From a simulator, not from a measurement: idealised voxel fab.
Process module in this document: voxel capacitor over wiring
Each square cell in cross-section cut measures 5 nm, and the section as a whole is 285 nm wide.
Each cross-section below is a grid of square cells, stated as bands in top-down order, with one or more rows of cells making up each band. Top height, bottom height, nm. Materials left to right, width each, nm. Single material + "throughout" = fills band edge to edge. "empty" = empty. Heights from 0 (as-received wafer is one material below). Bottom band endless downward, as "z 0 and below". Read "30->40" as a graded width: first number on top, second number at the bottom, same change between each pair of neighbouring rows. Key: "same as before" - step with no changed cell in the cross-section. Closed empty spaces (no open way to the top) of 8 cells or more are what "Sealed voids" lists, each as width x height at distance from the left edge, nm for all three. It should be noted that, on the line of a given step, the content following the step's settings is a remark produced by the simulator itself with respect to that step. Steps that use a mask can have "overlay nm" on their line. It says how far the mask sat to the right of where it was meant to be. Negative means to the left.

# Steps planned for the process
1. op RECEIVE | material Si
2. op CONFORMAL_DEP | material SiO2 | thk nm 10
3. op CONFORMAL_DEP | material SiN | thk nm 5
4. op DIRECTIONAL_DEP | material SiO2 | thk nm 20
5. op MASKED_ETCH | tone open | mask id METAL_1 | width nm 30 | pitch nm 90 | etch materials SiO2 | depth nm 20 | overlay nm 0
6. op MASKED_ETCH | tone open | mask id METAL_1 | width nm 30 | pitch nm 90 | etch materials SiN | depth nm 5 | overlay nm 0
7. op CONFORMAL_DEP | material TiN | thk nm 5
8. op FILL_DEP | material W | thk nm 5
9. op CMP | height nm 35
10. op CONFORMAL_DEP | material SiCN | thk nm 5
11. op DIRECTIONAL_DEP | material SiO2 | thk nm 15
12. op PATTERN | tone open | mask id PLUG_1 | material resist | width nm 15 | thk nm 15 | overlay nm 0
13. op DIRECTIONAL_ETCH | etch materials SiO2 | depth nm 15
14. op DIRECTIONAL_ETCH | etch materials SiCN | depth nm 5
15. op STRIP | etch materials resist
16. op EPI | material Ru | thk nm 10
17. op EPI | material Ru | thk nm 10
18. op DIRECTIONAL_DEP | material TiN | thk nm 10
19. op DIRECTIONAL_DEP | material SiN | thk nm 5
20. op DIRECTIONAL_DEP | material TiN | thk nm 5
21. op DIRECTIONAL_DEP | material aC | thk nm 15
22. op PATTERN | tone cover | mask id UPPER_PLATE | material resist | width nm 65 | thk nm 30 | overlay nm 0
23. op DIRECTIONAL_ETCH | etch materials aC | depth nm 15
24. op STRIP | etch materials resist
25. op DIRECTIONAL_ETCH | etch materials TiN | depth nm 5
26. op DIRECTIONAL_ETCH | etch materials SiN | depth nm 5
27. op STRIP | etch materials aC
28. op DIRECTIONAL_DEP | material aC | thk nm 15
29. op PATTERN | tone cover | mask id LOWER_PLATE | material resist | width nm 75 | thk nm 35 | overlay nm 0
30. op DIRECTIONAL_ETCH | etch materials aC | depth nm 15
31. op STRIP | etch materials resist
32. op DIRECTIONAL_ETCH | etch materials TiN | depth nm 10
33. op STRIP | etch materials aC
34. op FILL_DEP | material SiO2 | thk nm 15
35. op CMP | height nm 85
36. op DIRECTIONAL_DEP | material aC | thk nm 15
37. op PATTERN | tone open | mask id PLUG_2 | material resist | width nm 15 | thk nm 35 | overlay nm 0
38. op DIRECTIONAL_ETCH | etch materials aC | depth nm 15
39. op STRIP | etch materials resist
40. op DIRECTIONAL_ETCH | etch materials SiO2 | depth nm 10
41. op STRIP | etch materials aC
42. op CONFORMAL_DEP | material TiN | thk nm 5
43. op FILL_DEP | material Ru | thk nm 5
44. op CMP | height nm 85
45. op CONFORMAL_DEP | material SiN | thk nm 5

# This is the cross-section of the wafer as we received it, i.e. after step 1
> z 0 and below | Si throughout
> Sealed voids: none

# Wafer cross-section at end of module: start and plan as shown above, one execution error
> z 90 to 85 | SiN throughout
> z 85 to 80 | SiO2 (105)  TiN (5)  Ru (5)  TiN (5)  SiO2 (165)
> z 80 to 70 | SiO2 (105->110)  TiN (15->50)  SiO2 (165->125)
> z 70 to 65 | SiO2 (110)  SiN (50)  SiO2 (125)
> z 65 to 60 | SiO2 (90)  TiN (75)  SiO2 (120)
> z 60 to 55 | SiO2 (90)  TiN (5)  SiN (15)  TiN (55)  SiO2 (120)
> z 55 to 45 | SiO2 (95)  TiN (15)  SiO2 (175)
> z 45 to 40 | SiO2 (95)  Ru (15)  SiO2 (175)
> z 40 to 35 | SiCN (95)  Ru (15)  SiCN (175)
> z 35 to 15 | SiO2 (80)  TiN (5)  W (20)  TiN (5)  SiO2 (60)  TiN (5)  W (20)  TiN (5)  SiO2 (85)
> z 15 to 10 | SiN (80)  TiN (30)  SiN (60)  TiN (30)  SiN (85)
> z 10 to 0 | SiO2 throughout
> z 0 and below | Si throughout
> Sealed voids: none
Error vs. plan: the process omitted one of its identical steps 16 and 17, and which one is impossible to determine
